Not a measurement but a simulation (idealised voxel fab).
process module | voxel quadruple lines
cross-section cut | 280 nm wide | cells 5 nm
A cross-section is a grid of square cells, given in bands from the top down. A band is one or more rows of cells.
Each band's line starts with the height of the band's top and of its bottom, in nm. Then come its materials from left to right, each with its width in nm. One material with "throughout" fills the band from edge to edge. "air" is empty space.
Height 0 is the level under which the wafer as received is all one material. The lowest band goes on downwards, as in "0 down".
A width such as "30 to 40" changes by the same amount from each row of cells to the next, from the band's top row to its bottom row.
"no change" after a step means that no cell of the cross-section changed.
closed voids: empty space of 8 cells or more with no open way to the top, each as width x height at its distance from the left edge, in nm
after a step's settings: what the simulator itself notes on the step
overlay nm, on a step with a mask: how far to the right of its planned place the mask lay; to the left if negative
plan
1 op RECEIVE | material Si
2 op CONFORMAL_DEP | material Al2O3 | thk nm 5
3 op DIRECTIONAL_DEP | material Ru | thk nm 10
4 op DIRECTIONAL_DEP | material polySi | thk nm 20
5 op DIRECTIONAL_DEP | material aC | thk nm 20
6 op PATTERN | tone cover | mask id MANDREL | material resist | width nm 20 | thk nm 25 | overlay nm 0
7 op DIRECTIONAL_ETCH | etch materials aC | depth nm 20
8 op STRIP | etch materials resist
9 op CONFORMAL_DEP | material SiO2 | thk nm 10
10 op DIRECTIONAL_ETCH | etch materials SiO2 | depth nm 10
11 op STRIP | etch materials aC
12 op DIRECTIONAL_ETCH | etch materials polySi | depth nm 20
13 op STRIP | etch materials SiO2
14 op CONFORMAL_DEP | material SiCN | thk nm 5
15 op DIRECTIONAL_ETCH | etch materials SiCN | depth nm 5
16 op STRIP | etch materials polySi
17 op DIRECTIONAL_ETCH | etch materials Ru | depth nm 10
18 op STRIP | etch materials SiCN
19 op FILL_DEP | material lowk | thk nm 10
20 op CMP | height nm 15
as received, after step 1
  0 down: Si throughout
  closed voids: none
first wafer at the end, as planned
  15 to 5: lowk 115 | Ru 5 | lowk 10 | Ru 5 | lowk 10 | Ru 5 | lowk 10 | Ru 5 | lowk 115
  5 to 0: Al2O3 throughout
  0 down: Si throughout
  closed voids: none
second wafer at the end: like start, like plan, one mistake
  15 to 5: polySi throughout
  5 to 0: Al2O3 throughout
  0 down: Si throughout
  closed voids: none
what went wrong: steps 3 and 4 were swapped
at the end the second wafer has, in cells: 8 fewer of Ru | 104 fewer of lowk | 112 more of polySi
